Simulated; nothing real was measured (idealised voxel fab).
voxel ribs on slabs: a process module
Cross-sectional view cut (width: 170 nm; square cell size: 5 nm).
A cross-section in this document is a grid of square cells, and it is written down as bands, the top band listed before the ones below it; a band is made up of one or more rows of cells. It is stipulated that each band's entry specify, in nanometres, the height of the top of the band and then that of its bottom, followed by the materials of the band in left-to-right sequence, each together with its width in nanometres. A single material marked by the word "edge to edge" is understood to fill the band from edge to edge; the word "empty" is understood to denote empty space. Heights are measured from 0, the level below which the as-received wafer is all one material; the lowest band has no bottom and continues downward, written as in "from 0 down". Quick explanation for "30 to 40": the width changes in equal steps down the rows of cells, from the first number in the band's top row to the second number in its bottom row. "no alterations made" after a step means that no cell of the cross-section changed. "Enclosed cavities" means: voids of 8 cells or more that are shut off from the top with no open way through. Written width x height at distance, distance from the left edge, in nm. The remark found on a step's line after its settings is issued by the simulator itself and pertains to that step. "overlay nm" answers the question of how far to the right of plan the mask lay on a step that has a mask, and when it is negative the answer is to the left.

**Listed below are the process steps as planned**
1: RECEIVE with material Si
2: DIRECTIONAL_DEP with material SiO2, thk nm 20
3: DIRECTIONAL_DEP with material polySi, thk nm 15
4: MASKED_ETCH with tone cover, mask id RIB, width nm 30, etch materials polySi, depth nm 10, overlay nm 0
5: DIRECTIONAL_DEP with material aC, thk nm 15
6: PATTERN with tone cover, mask id SLAB, material resist, width nm 70, thk nm 35, overlay nm 0
7: DIRECTIONAL_ETCH with etch materials aC, depth nm 15
8: STRIP with etch materials resist
9: DIRECTIONAL_ETCH with etch materials polySi, depth nm 5
10: STRIP with etch materials aC
11: FILL_DEP with material SiO2, thk nm 15
12: CMP with height nm 45
13: DIRECTIONAL_DEP with material W, thk nm 10
14: DIRECTIONAL_DEP with material aC, thk nm 10
15: PATTERN with tone cover, mask id HEATER, material resist, width nm 30, thk nm 25, overlay nm 0
16: DIRECTIONAL_ETCH with etch materials aC, depth nm 10
17: STRIP with etch materials resist
18: DIRECTIONAL_ETCH with etch materials W, depth nm 10
19: STRIP with etch materials aC
20: CONFORMAL_DEP with material SiN, thk nm 10
Quick note for whoever runs this: the wafers start identical, but the width nm at step 15 isn't the same across them. The plan just shows what the first wafer had.

**Here's the first of the wafers in cross-section, just as we got it, i.e. after step 1**
from 0 down: Si edge to edge
Enclosed cavities: none

**The following table contains a row per wafer, in which are reported, at the conclusion of the module, the cells of each material gained (+) or lost (-) since the wafer's receipt, with its closed voids given thereafter**
width nm 30; +76 SiN; +280 SiO2; +12 W; +26 polySi; Enclosed cavities: none
width nm 35; +76 SiN; +280 SiO2; +14 W; +26 polySi; Enclosed cavities: none
width nm 40; +76 SiN; +280 SiO2; +16 W; +26 polySi; Enclosed cavities: none
width nm 45; +76 SiN; +280 SiO2; +18 W; +26 polySi; Enclosed cavities: none
width nm 50; +76 SiN; +280 SiO2; +20 W; +26 polySi; Enclosed cavities: none
width nm 55; +76 SiN; +280 SiO2; +22 W; +26 polySi; Enclosed cavities: none
